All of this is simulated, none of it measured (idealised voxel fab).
You're looking at the process module voxel air gaps.
Square cells of 5 nm make up the cross-section cut, whose width is 240 nm.
Each cross-section below is a grid of square cells, stated as bands in top-down order, with one or more rows of cells making up each band. This entry defines a band. It first specifies the height of the band's top and the height of its bottom in nm, and then specifies the band's materials from left to right, stating each material with its width in nm. The word "throughout" identifies a single material that fills the band from edge to edge, while the word "empty" identifies empty space. Heads up on the height convention: 0 is the point under which the incoming wafer is all one material, and the lowest band has no bottom, it just keeps going down, like "0 and below". Per-row width for "30..40": begins at first number (top row of band), ends at second number (bottom row), increment between rows held constant. "nothing was modified" after a step means that no cell of the cross-section changed. Empty spaces without an open route to the top, at least 8 cells in extent, make up the entry "Enclosed void entries"; each is given as width x height at distance, where the distance is measured from the left edge, and all are in nm. The remark found on a step's line after its settings is issued by the simulator itself and pertains to that step. Regarding "overlay nm": on a step with a mask, it is the distance the mask lay to the right of its planned place; a negative value places it to the left.

THESE ARE THE STEPS WE PLANNED FOR THE PROCESS
1 RECEIVE [material Si]
2 CONFORMAL_DEP [material SiO2] [thk nm 15]
3 CONFORMAL_DEP [material SiCN] [thk nm 5]
4 DIRECTIONAL_DEP [material SiO2] [thk nm 40]
5 PATTERN [tone open] [mask id LINES] [material resist] [width nm 15] [pitch nm 40] [thk nm 20] [overlay nm 0]
6 DIRECTIONAL_ETCH [etch materials SiO2] [depth nm 40]
7 STRIP [etch materials resist]
8 CONFORMAL_DEP [material TiN] [thk nm 5]
9 FILL_DEP [material Cu] [thk nm 5]
10 CMP [height nm 60]
11 EPI [material Ru] [thk nm 10]
12 SELECTIVE_ETCH [etch materials SiO2] [depth nm 50]
13 CONFORMAL_DEP [material SiCN] [thk nm 5]

WAFER CROSS-SECTION ON RECEIPT, I.E. AFTER STEP 1
* 0 and below = Si throughout
* Enclosed void entries: none

SECTIONED VIEW, FIRST OF TWO WAFERS, AT THE CLOSE OF THE MODULE, PROCESSED AS INTENDED IN THE PLAN
* 75 down to 70 = empty 35 nm, SiCN 165 nm, empty 40 nm
* 70 down to 60 = empty 35 nm, SiCN 5 nm, Ru 35 nm, SiCN 5 nm, Ru 35 nm, SiCN 5 nm, Ru 35 nm, SiCN 5 nm, Ru 35 nm, SiCN 5 nm, empty 40 nm
* 60 down to 55 = empty 35 nm, SiCN 15 nm, TiN 5 nm, Cu 5 nm, TiN 5 nm, SiCN 25 nm, TiN 5 nm, Cu 5 nm, TiN 5 nm, SiCN 25 nm, TiN 5 nm, Cu 5 nm, TiN 5 nm, SiCN 25 nm, TiN 5 nm, Cu 5 nm, TiN 5 nm, SiCN 15 nm, empty 40 nm
* 55 down to 25 = empty 45 nm, SiCN 5 nm, TiN 5 nm, Cu 5 nm, TiN 5 nm, SiCN 5 nm, empty 15 nm, SiCN 5 nm, TiN 5 nm, Cu 5 nm, TiN 5 nm, SiCN 5 nm, empty 15 nm, SiCN 5 nm, TiN 5 nm, Cu 5 nm, TiN 5 nm, SiCN 5 nm, empty 15 nm, SiCN 5 nm, TiN 5 nm, Cu 5 nm, TiN 5 nm, SiCN 5 nm, empty 50 nm
* 25 down to 20 = SiCN 50 nm, TiN 15 nm, SiCN 25 nm, TiN 15 nm, SiCN 25 nm, TiN 15 nm, SiCN 25 nm, TiN 15 nm, SiCN 55 nm
* 20 down to 15 = SiCN throughout
* 15 down to 0 = SiO2 throughout
* 0 and below = Si throughout
* Enclosed void entries: 15 x 30 at 70; 15 x 30 at 110; 15 x 30 at 150

WHAT THE SECOND WAFER LOOKS LIKE IN CROSS-SECTION ONCE THE MODULE IS DONE. ITS START AND ITS PLAN MATCHED THE FIRST WAFER'S EXACTLY; WHAT DIFFERED WAS ONE MISTAKE IN HOW IT WAS RUN
* 85 down to 80 = empty 25 nm, SiCN 185 nm, empty 30 nm
* 80 down to 60 = empty 25 nm, SiCN 5 nm, Ru 175 nm, SiCN 5 nm, empty 30 nm
* 60 down to 55 = empty 25 nm, SiCN 25 nm, TiN 5 nm, Cu 5 nm, TiN 5 nm, SiO2 25 nm, TiN 5 nm, Cu 5 nm, TiN 5 nm, SiO2 25 nm, TiN 5 nm, Cu 5 nm, TiN 5 nm, SiO2 25 nm, TiN 5 nm, Cu 5 nm, TiN 5 nm, SiCN 25 nm, empty 30 nm
* 55 down to 25 = empty 45 nm, SiCN 5 nm, TiN 5 nm, Cu 5 nm, TiN 5 nm, SiO2 25 nm, TiN 5 nm, Cu 5 nm, TiN 5 nm, SiO2 25 nm, TiN 5 nm, Cu 5 nm, TiN 5 nm, SiO2 25 nm, TiN 5 nm, Cu 5 nm, TiN 5 nm, SiCN 5 nm, empty 50 nm
* 25 down to 20 = SiCN 50 nm, TiN 15 nm, SiO2 25 nm, TiN 15 nm, SiO2 25 nm, TiN 15 nm, SiO2 25 nm, TiN 15 nm, SiCN 55 nm
* 20 down to 15 = SiCN throughout
* 15 down to 0 = SiO2 throughout
* 0 and below = Si throughout
* Enclosed void entries: none
Want to know what went wrong? step 11, plan: ran twice
End of process, cell counts, second wafer against first, materials with more or fewer: Ru +84 | SiCN -60 | SiO2 +120
The final tally of closed voids stands at 3 on the first wafer and 0 on the second.
